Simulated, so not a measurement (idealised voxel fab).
The name of this process module is voxel tone inversion.
Square cells of 5 nm make up the cross-section cut, whose width is 230 nm.
For the purposes of this document, a cross-section shall be understood as a grid of square cells, specified as bands listed in top-to-bottom order, each band consisting of one or more rows of cells. Top height, bottom height, nm. Materials left to right, width each, nm. Single material + "everywhere" = fills band edge to edge. "blank" = empty. A quick word on heights: they are counted from 0, and under that level the wafer as it came to us is one material throughout. The lowest band is different from the rest in having no bottom; it simply continues downward, written as in "top 0, no bottom". The two numbers in a width such as "30->40" mark its ends across the band: the first belongs to the top row of cells, the second to the bottom row, and from each row to the next the width moves by the same amount. Reading "nothing changed" for a step: not a cell of the cross-section changed in it. Heads up: "Sealed cavities" only lists the empty pockets with no open path to the top that are 8 cells or more, and it writes them as width x height at distance, distance from the left edge, in nm. The remark found on a step's line after its settings is issued by the simulator itself and pertains to that step. If you see "overlay nm" on a step's line and that step has a mask, it's telling you how far right of where it was planned the mask ended up; a negative number means it went left instead.
THE PLANNED PROCESS STEPS ARE ENUMERATED HEREUNDER
1,op RECEIVE | material Si
2,op CONFORMAL_DEP | material SiN | thk nm 10
3,op DIRECTIONAL_DEP | material aC | thk nm 15
4,op PATTERN | tone cover | mask id POSTS | material resist | width nm 20 | pitch nm 35 | thk nm 35 | overlay nm 0
5,op DIRECTIONAL_ETCH | etch materials aC | depth nm 25
6,op STRIP | etch materials resist
7,op FILL_DEP | material lowk | thk nm 10
8,op CMP | height nm 35
9,op STRIP | etch materials aC
Across this set of wafers, the varied parameter is the thk nm of step 3. Starting conditions are identical for every wafer, and the plan reports the value assigned to the first wafer.
CROSS-SECTION OF THE FIRST OF SEVERAL RECEIVED WAFERS, SHOWING ITS STATE AFTER STEP 1
	top 0, no bottom = Si everywhere
	Sealed cavities: none
THE ROWS OF THE TABLE BELOW ARE WAFERS. LOOKING AT THE END OF THE MODULE, A ROW COUNTS, FOR EVERY MATERIAL, THE CELLS THE WAFER HAS GAINED, SHOWN AS (+), OR LOST, SHOWN AS (-), SINCE IT WAS RECEIVED; ITS CLOSED VOIDS COME NEXT
thk nm 15 | +92 SiN | +36 aC | +194 lowk | Sealed cavities: none
thk nm 20 | +92 SiN | +48 aC | +182 lowk | Sealed cavities: none
thk nm 25 | +92 SiN | +170 lowk | Sealed cavities: none
